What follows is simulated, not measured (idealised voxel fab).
This is a process module. Its name is voxel gate over fins.
This is section cut - it's 175 nm across, gridded in 5 nm square cells.
Cross-section layout: square cells on a grid; listed as bands, top to bottom; a band spans one or more cell rows.
Basically the band line says how high the top is and how high the bottom is, in nm, and then what's in it from left to right, every material with its width in nm. Empty space shows up as "empty", and if a single material carries "all across" it runs the full band edge to edge.
We count height from 0. Below that, the starting wafer is all one material. The lowest band never ends at the bottom but goes on down; see "0 down" for how that is written.
Note: "30 to 40" means the width goes from the first number (top row of the band) to the second number (bottom row) in equal steps per row of cells.
"no modification" after a step means that no cell of the cross-section changed.
"Fully closed voids" means: voids of 8 cells or more that are shut off from the top with no open way through. Written width x height at distance, distance from the left edge, in nm.
On a step's line, text after the settings is the simulator commenting on that step.
overlay nm: right-of-plan distance of the mask on a masked step; negative values mean left-of-plan.

### Planned process steps
step 1: RECEIVE [material Si]
step 2: CONFORMAL_DEP [material SiN] [thk nm 10]
step 3: MASKED_ETCH [tone cover] [mask id FINS] [width nm 15] [pitch nm 45] [etch materials SiN] [depth nm 10] [overlay nm 0]
step 4: MASKED_ETCH [tone cover] [mask id FINS] [width nm 15] [pitch nm 45] [etch materials Si] [depth nm 30] [overlay nm 0]
step 5: OXIDIZE [depth nm 5]
step 6: FILL_DEP [material SiO2] [thk nm 5]
step 7: CMP [height nm 10]
step 8: SELECTIVE_ETCH [etch materials SiO2] [depth nm 20]
step 9: STRIP [etch materials SiN]
step 10: CONFORMAL_DEP [material HfO2] [thk nm 5]
step 11: CONFORMAL_DEP [material TiN] [thk nm 5]
step 12: CONFORMAL_DEP [material TiAl] [thk nm 5]
step 13: CONFORMAL_DEP [material TiN] [thk nm 5]
step 14: FILL_DEP [material W] [thk nm 10]
step 15: CMP [height nm 25]
step 16: CONFORMAL_DEP [material SiCN] [thk nm 5]
Wafer-to-wafer difference: thk nm, step 11. Common start. Plan = first wafer's value.

### First of several wafers, received after step 1, in cross-section
	0 down = Si all across
	Fully closed voids: none

### The table below has one row for each wafer; a row shows, as of the end of the module, how many cells of each material the wafer has gained, marked (+), or lost, marked (-), since it was received, and then the wafer's closed voids
thk nm 5, +47 HfO2, -224 Si, +35 SiCN, +160 SiO2, +47 TiAl, +94 TiN, +51 W, Fully closed voids: none
thk nm 10, +47 HfO2, -224 Si, +35 SiCN, +160 SiO2, +47 TiAl, +133 TiN, +12 W, Fully closed voids: none
thk nm 15, +47 HfO2, -224 Si, +35 SiCN, +160 SiO2, +39 TiAl, +149 TiN, +4 W, Fully closed voids: none
thk nm 20, +47 HfO2, -224 Si, +35 SiCN, +160 SiO2, +8 TiAl, +184 TiN, Fully closed voids: none
